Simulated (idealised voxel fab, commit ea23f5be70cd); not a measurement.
Presented below is a process module, voxel trench capacitor.
Cross-section cut spans 270 nm and uses square cells 5 nm in size.
Bands, listed from the top down, are how a cross-section gets written in this document; the cross-section itself is a grid of square cells, and a band is one or more rows of them.
Within each band entry, the heights of the top and of the bottom of the band appear first, in that order and in nm; the materials of the band then follow from left to right, each with its corresponding width in nm. The designation "all across" on a single material indicates that it fills the band from edge to edge; the designation "empty" indicates empty space.
The reference from which all heights are counted is 0, the level beneath which the as-received wafer is entirely one material; the lowest band, having no lower bound, proceeds downward and is written after the example "0 and below".
The two numbers in a width such as "30..40" mark its ends across the band: the first belongs to the top row of cells, the second to the bottom row, and from each row to the next the width moves by the same amount.
Where the words "no change" appear for a step, the cross-section shows no cell changed by that step; every cell remained as before.
Unvented internal voids: empty space of 8 cells or more with no open way to the top, each as width x height at its distance from the left edge, in nm
It should be noted that, on the line of a given step, the content following the step's settings is a remark produced by the simulator itself with respect to that step.
overlay nm: mask right of planned place by this much (step with mask). Neg. = left.
These are the steps we planned for the process:
1 RECEIVE with material Si
2 CONFORMAL_DEP with material SiN, thk nm 5
3 MASKED_ETCH with tone open, mask id TRENCH, width nm 15, pitch nm 40, etch materials SiN, depth nm 5, overlay nm 0
4 MASKED_ETCH with tone open, mask id TRENCH, width nm 15, pitch nm 40, etch materials Si, depth nm 30, overlay nm 0
5 CONFORMAL_DEP with material Al2O3, thk nm 5
6 FILL_DEP with material polySi, thk nm 10
7 CMP with height nm 5
As-received wafer cross-section (after step 1):
    0 and below = Si all across
    Unvented internal voids: none
First of two wafers at the end of the module, shown in cross-section; run carried out as planned:
    5 down to 0 = 85 SiN, then 5 Al2O3, then 5 polySi, then 5 Al2O3, then 25 SiN, then 5 Al2O3, then 5 polySi, then 5 Al2O3, then 25 SiN, then 5 Al2O3, then 5 polySi, then 5 Al2O3, then 90 SiN
    0 down to -25 = 85 Si, then 5 Al2O3, then 5 polySi, then 5 Al2O3, then 25 Si, then 5 Al2O3, then 5 polySi, then 5 Al2O3, then 25 Si, then 5 Al2O3, then 5 polySi, then 5 Al2O3, then 90 Si
    -25 down to -30 = 85 Si, then 15 Al2O3, then 25 Si, then 15 Al2O3, then 25 Si, then 15 Al2O3, then 90 Si
    -30 and below = Si all across
    Unvented internal voids: none
second wafer at the end: like start, like plan, one mistake:
    5 down to 0 = 85 Al2O3, then 15 SiN, then 25 Al2O3, then 15 SiN, then 25 Al2O3, then 15 SiN, then 90 Al2O3
    0 and below = Si all across
    Unvented internal voids: none
Run error: contrary to plan, step 3 was performed as MASKED_ETCH with tone cover, mask id TRENCH, width nm 15, pitch nm 40, etch materials SiN, depth nm 5, overlay nm 0
Final difference in cells, second wafer against first, listed per material as more or fewer: Si +54; SiN -36; polySi -18
